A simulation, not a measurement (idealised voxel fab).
A process module follows: voxel lift off.
Pictured: cross-section cut, 140 nm wide, on a grid of 5 nm square cells.
When this document writes out a cross-section, it uses a grid of square cells and lists it as bands, beginning at the top and moving down, with a band standing for one or more rows of cells.
The band entry comprises the height of the band's top followed by the height of its bottom, expressed in nm, and subsequently the band's materials from left to right, each stated together with its width in nm. Where a single material is marked with the word "throughout", that material fills the band from edge to edge. The word "air" represents empty space.
The reference from which all heights are counted is 0, the level beneath which the as-received wafer is entirely one material; the lowest band, having no lower bound, proceeds downward and is written after the example "0 down".
The width entry "30..40" should be interpreted row by row: the top row of cells in the band takes the first number, the bottom row takes the second number, and the change between adjacent rows is uniform throughout.
"identical to before" -> step changed no cross-section cell.
This entry, "Fully closed voids", enumerates those empty regions of no fewer than 8 cells that possess no open connection to the top. Each region is reported in the form width x height at distance, the distance being taken from the left edge, with all three quantities expressed in nm.
Formally, on a step line, whatever follows the settings is a remark that the simulator itself makes on the step.
Among the settings permitted on a step's line is "overlay nm"; applied to a step with a mask, it specifies the extent to which the mask lay to the right of its planned position, whereas a negative figure signifies a position to the left.
# The planned process steps are enumerated hereunder
step 1: RECEIVE | material Si
step 2: CONFORMAL_DEP | material Al2O3 | thk nm 10
step 3: PATTERN | tone open | mask id LINES | material resist | width nm 20 | pitch nm 35 | thk nm 25 | overlay nm 0
step 4: DIRECTIONAL_DEP | material Ru | thk nm 10
step 5: STRIP | etch materials resist
step 6: CONFORMAL_DEP | material SiCN | thk nm 10
# The first wafer of two, processed as planned
# Step 1 complete: cross-section of the wafer as received
0 down = Si throughout
Fully closed voids: none
# You're looking at a cross-section of the wafer after step 2
10 to 0 = Al2O3 throughout
No changes below 0.
# You're looking at a cross-section of the wafer after step 3
35 to 10 = 40 of resist, then 20 of air, then 15 of resist, then 20 of air, then 45 of resist
No changes below 10.
# You're looking at a cross-section of the wafer after step 4
45 to 35 = 40 of Ru, then 20 of air, then 15 of Ru, then 20 of air, then 45 of Ru
35 to 20 = 40 of resist, then 20 of air, then 15 of resist, then 20 of air, then 45 of resist
20 to 10 = 40 of resist, then 20 of Ru, then 15 of resist, then 20 of Ru, then 45 of resist
No changes below 10.
# You're looking at a cross-section of the wafer after step 5
20 to 10 = 40 of air, then 20 of Ru, then 15 of air, then 20 of Ru, then 45 of air
No changes below 10.
# You're looking at a cross-section of the wafer after step 6
30 to 20 = 30 of air, then 75 of SiCN, then 35 of air
20 to 10 = 40 of SiCN, then 20 of Ru, then 15 of SiCN, then 20 of Ru, then 45 of SiCN
No changes below 10.
# second wafer: like start, like plan, one mistake. Through step 5 it matches the first wafer
# At the planned end of step 6, the second wafer in cross-section
30 to 20 = 30 of air, then 75 of Al2O3, then 35 of air
20 to 10 = 40 of Al2O3, then 20 of Ru, then 15 of Al2O3, then 20 of Ru, then 45 of Al2O3
No changes below 10.
So what did we get wrong on this run? step 6 ran with different settings than intended, the actual operation and settings being CONFORMAL_DEP | material Al2O3 | thk nm 10
Looking at both finished wafers in cells, the second ends up ahead of or behind the first on some materials: +70 Al2O3; -70 SiCN
